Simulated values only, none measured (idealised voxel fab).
process module | voxel gate over fins
cross-section cut | 240 nm wide | cells 5 nm
A cross-section is a grid of square cells, given in bands from the top down. A band is one or more rows of cells.
Each band's line starts with the height of the band's top and of its bottom, in nm. Then come its materials from left to right, each with its width in nm. One material with "throughout" fills the band from edge to edge. "air" is empty space.
Height 0 is the level under which the wafer as received is all one material. The lowest band goes on downwards, as in "0 down".
A width such as "30 to 40" changes by the same amount from each row of cells to the next, from the band's top row to its bottom row.
"no change" after a step means that no cell of the cross-section changed.
closed voids: empty space of 8 cells or more with no open way to the top, each as width x height at its distance from the left edge, in nm
after a step's settings: what the simulator itself notes on the step
overlay nm, on a step with a mask: how far to the right of its planned place the mask lay; to the left if negative
plan
1 op RECEIVE | material Si
2 op CONFORMAL_DEP | material SiN | thk nm 10
3 op PATTERN | tone cover | mask id FINS | material resist | width nm 15 | pitch nm 60 | thk nm 20 | overlay nm 0
4 op DIRECTIONAL_ETCH | etch materials SiN | depth nm 10
5 op DIRECTIONAL_ETCH | etch materials Si | depth nm 40
6 op STRIP | etch materials resist
7 op OXIDIZE | depth nm 5
8 op FILL_DEP | material SiO2 | thk nm 15
9 op CMP | height nm 10
10 op PATTERN | tone open | mask id RAIL | material resist | width nm 15 | thk nm 15 | overlay nm 0
11 op DIRECTIONAL_ETCH | etch materials SiO2 | depth nm 45
12 op STRIP | etch materials resist
13 op CONFORMAL_DEP | material TiN | thk nm 5
14 op FILL_DEP | material Ru | thk nm 10
15 op CMP | height nm 10
16 op SELECTIVE_ETCH | etch materials W Ru TiN | depth nm 30
17 op FILL_DEP | material SiO2 | thk nm 5
18 op CMP | height nm 10
19 op SELECTIVE_ETCH | etch materials SiO2 | depth nm 20
20 op STRIP | etch materials SiN
21 op CONFORMAL_DEP | material HfO2 | thk nm 5
22 op CONFORMAL_DEP | material TiN | thk nm 5
23 op CONFORMAL_DEP | material TiAl | thk nm 5
24 op CONFORMAL_DEP | material TiN | thk nm 5
25 op FILL_DEP | material W | thk nm 15
26 op CMP | height nm 30
27 op CONFORMAL_DEP | material SiN | thk nm 5
as received, after step 1
  0 down: Si throughout
  closed voids: none
a wafer at the end: this start, this plan, one mistake
  35 to 30: SiN throughout
  30 to 20: W throughout
  20 to 15: W 35 | TiN 45 | W 15 | TiN 45 | W 15 | TiN 45 | W 40
  15 to 10: W 35 | TiN 5 | TiAl 35 | TiN 5 | W 15 | TiN 5 | TiAl 35 | TiN 5 | W 15 | TiN 5 | TiAl 35 | TiN 5 | W 40
  10 to 5: W 35 | TiN 5 | TiAl 5 | TiN 25 | TiAl 5 | TiN 5 | W 15 | TiN 5 | TiAl 5 | TiN 25 | TiAl 5 | TiN 5 | W 15 | TiN 5 | TiAl 5 | TiN 25 | TiAl 5 | TiN 5 | W 40
  5 to 0: W 35 | TiN 5 | TiAl 5 | TiN 5 | HfO2 15 | TiN 5 | TiAl 5 | TiN 5 | W 15 | TiN 5 | TiAl 5 | TiN 5 | HfO2 15 | TiN 5 | TiAl 5 | TiN 5 | W 15 | TiN 5 | TiAl 5 | TiN 5 | HfO2 15 | TiN 5 | TiAl 5 | TiN 5 | W 40
  0 to -5: W 35 | TiN 5 | TiAl 5 | TiN 5 | HfO2 5 | Si 5 | HfO2 5 | TiN 5 | TiAl 5 | TiN 25 | TiAl 5 | TiN 5 | HfO2 5 | Si 5 | HfO2 5 | TiN 5 | TiAl 5 | TiN 5 | W 15 | TiN 5 | TiAl 5 | TiN 5 | HfO2 5 | Si 5 | HfO2 5 | TiN 5 | TiAl 5 | TiN 5 | W 40
  -5 to -10: W 35 | TiN 5 | TiAl 5 | TiN 5 | HfO2 5 | Si 5 | HfO2 5 | TiN 5 | TiAl 35 | TiN 5 | HfO2 5 | Si 5 | HfO2 5 | TiN 5 | TiAl 5 | TiN 5 | W 15 | TiN 5 | TiAl 5 | TiN 5 | HfO2 5 | Si 5 | HfO2 5 | TiN 5 | TiAl 5 | TiN 5 | W 40
  -10 to -15: TiN 40 | TiAl 5 | TiN 5 | HfO2 5 | Si 5 | HfO2 5 | TiN 45 | HfO2 5 | Si 5 | HfO2 5 | TiN 5 | TiAl 5 | TiN 25 | TiAl 5 | TiN 5 | HfO2 5 | Si 5 | HfO2 5 | TiN 5 | TiAl 5 | TiN 45
  -15 to -20: TiAl 45 | TiN 5 | HfO2 5 | Si 5 | HfO2 5 | TiN 10 | HfO2 25 | TiN 10 | HfO2 5 | Si 5 | HfO2 5 | TiN 5 | TiAl 35 | TiN 5 | HfO2 5 | Si 5 | HfO2 5 | TiN 5 | TiAl 50
  -20 to -25: TiN 50 | HfO2 5 | Si 5 | HfO2 5 | TiN 10 | HfO2 5 | TiN 5 | Ru 5 | TiN 5 | HfO2 5 | TiN 10 | HfO2 5 | Si 5 | HfO2 5 | TiN 45 | HfO2 5 | Si 5 | HfO2 5 | TiN 55
  -25 to -30: HfO2 55 | Si 5 | HfO2 20 | TiN 5 | Ru 5 | TiN 5 | HfO2 20 | Si 5 | HfO2 55 | Si 5 | HfO2 60
  -30 to -35: SiO2 55 | Si 5 | SiO2 20 | TiN 15 | SiO2 20 | Si 5 | SiO2 55 | Si 5 | SiO2 60
  -35 to -45: SiO2 55 | Si 5 | SiO2 55 | Si 5 | SiO2 55 | Si 5 | SiO2 60
  -45 down: Si throughout
  closed voids: none
what went wrong: step 19 was run twice
